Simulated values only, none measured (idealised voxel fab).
process module | voxel transistor to metal
cross-section cut | 210 nm wide | cells 5 nm
A cross-section is a grid of square cells, given in bands from the top down. A band is one or more rows of cells.
Each band's line starts with the height of the band's top and of its bottom, in nm. Then come its materials from left to right, each with its width in nm. One material with "throughout" fills the band from edge to edge. "air" is empty space.
Height 0 is the level under which the wafer as received is all one material. The lowest band goes on downwards, as in "0 down".
A width such as "30 to 40" changes by the same amount from each row of cells to the next, from the band's top row to its bottom row.
"no change" after a step means that no cell of the cross-section changed.
closed voids: empty space of 8 cells or more with no open way to the top, each as width x height at its distance from the left edge, in nm
after a step's settings: what the simulator itself notes on the step
overlay nm, on a step with a mask: how far to the right of its planned place the mask lay; to the left if negative
plan
1 op RECEIVE | material Si
2 op CONFORMAL_DEP | material SiO2 | thk nm 5
3 op CONFORMAL_DEP | material SiN | thk nm 10
4 op DIRECTIONAL_DEP | material aC | thk nm 10
5 op PATTERN | tone cover | mask id ACTIVE | material resist | width nm 135 | thk nm 30 | overlay nm 0
6 op DIRECTIONAL_ETCH | etch materials aC | depth nm 10
7 op STRIP | etch materials resist
8 op DIRECTIONAL_ETCH | etch materials SiN | depth nm 10
9 op DIRECTIONAL_ETCH | etch materials SiO2 | depth nm 5
10 op DIRECTIONAL_ETCH | etch materials Si | depth nm 25
11 op STRIP | etch materials aC
12 op OXIDIZE | depth nm 5
13 op FILL_DEP | material SiO2 | thk nm 15
14 op CMP | height nm 15
15 op SELECTIVE_ETCH | etch materials SiO2 | depth nm 5
16 op STRIP | etch materials SiN
17 op SELECTIVE_ETCH | etch materials SiO2 | depth nm 5
18 op OXIDIZE | depth nm 5
19 op DIRECTIONAL_DEP | material polySi | thk nm 20
20 op DIRECTIONAL_DEP | material SiCN | thk nm 15
21 op DIRECTIONAL_DEP | material aC | thk nm 10
22 op PATTERN | tone cover | mask id GATE | material resist | width nm 35 | thk nm 25 | overlay nm 0
23 op DIRECTIONAL_ETCH | etch materials aC | depth nm 10
24 op STRIP | etch materials resist
25 op DIRECTIONAL_ETCH | etch materials SiCN | depth nm 25
26 op DIRECTIONAL_ETCH | etch materials polySi | depth nm 30
27 op STRIP | etch materials aC
28 op CONFORMAL_DEP | material SiO2 | thk nm 5
29 op DIRECTIONAL_ETCH | etch materials SiO2 | depth nm 5
30 op CONFORMAL_DEP | material SiN | thk nm 5
31 op DIRECTIONAL_ETCH | etch materials SiN | depth nm 5
32 op DIRECTIONAL_ETCH | etch materials SiO2 | depth nm 5
33 op EPI | material pSi | thk nm 5
34 op FILL_DEP | material SiO2 | thk nm 10
35 op CMP | height nm 20
36 op STRIP | etch materials polySi
37 op SELECTIVE_ETCH | etch materials SiO2 | depth nm 5
38 op CONFORMAL_DEP | material HfO2 | thk nm 5
39 op CONFORMAL_DEP | material TiN | thk nm 5
40 op FILL_DEP | material W | thk nm 10
41 op CMP | height nm 15
42 op DIRECTIONAL_DEP | material SiO2 | thk nm 15
43 op MASKED_ETCH | tone open | mask id CONTACT | width nm 20 | pitch nm 95 | etch materials SiO2 | depth nm 30 | overlay nm 0
44 op CONFORMAL_DEP | material TiN | thk nm 5
45 op FILL_DEP | material W | thk nm 10
46 op CMP | height nm 30
47 op CONFORMAL_DEP | material SiN | thk nm 5
48 op DIRECTIONAL_DEP | material SiO2 | thk nm 15
49 op PATTERN | tone open | mask id METAL_1 | material resist | width nm 20 | pitch nm 95 | thk nm 20 | overlay nm 0
50 op DIRECTIONAL_ETCH | etch materials SiO2 | depth nm 15
51 op DIRECTIONAL_ETCH | etch materials SiN | depth nm 5
52 op STRIP | etch materials resist
53 op CONFORMAL_DEP | material TiN | thk nm 5
54 op FILL_DEP | material Cu | thk nm 10
55 op CMP | height nm 50
56 op EPI | material Ru | thk nm 5
57 op FILL_DEP | material SiCN | thk nm 5
as received, after step 1
  0 down: Si throughout
  closed voids: none
a wafer at the end: this start, this plan, one mistake
  65 to 60: SiCN throughout
  60 to 55: Ru throughout
  55 to 50: TiN 50 | Cu 10 | TiN 85 | Cu 10 | TiN 55
  50 to 35: SiO2 45 | TiN 5 | Cu 10 | TiN 5 | SiO2 75 | TiN 5 | Cu 10 | TiN 5 | SiO2 50
  35 to 30: SiN 45 | TiN 20 | SiN 75 | TiN 20 | SiN 50
  30 to 15: SiO2 45 | TiN 5 | W 10 | TiN 5 | SiO2 75 | TiN 5 | W 10 | TiN 5 | SiO2 50
  15 to 5: SiO2 45 | TiN 5 | W 10 | TiN 5 | SiO2 10 | SiN 5 | HfO2 5 | TiN 5 | W 25 | TiN 5 | HfO2 5 | SiN 5 | SiO2 10 | TiN 5 | W 10 | TiN 5 | SiO2 50
  5 to 0: SiO2 35 | SiN 5 | SiO2 5 | TiN 20 | SiO2 10 | SiN 5 | HfO2 5 | TiN 35 | HfO2 5 | SiN 5 | SiO2 10 | TiN 20 | SiO2 5 | SiN 5 | SiO2 40
  0 to -5: SiO2 40 | pSi 35 | SiO2 5 | HfO2 45 | SiO2 5 | pSi 35 | SiO2 45
  -5 to -30: SiO2 40 | Si 125 | SiO2 45
  -30 down: Si throughout
  closed voids: none
what went wrong: step 55 ran as: op CMP | height nm 55
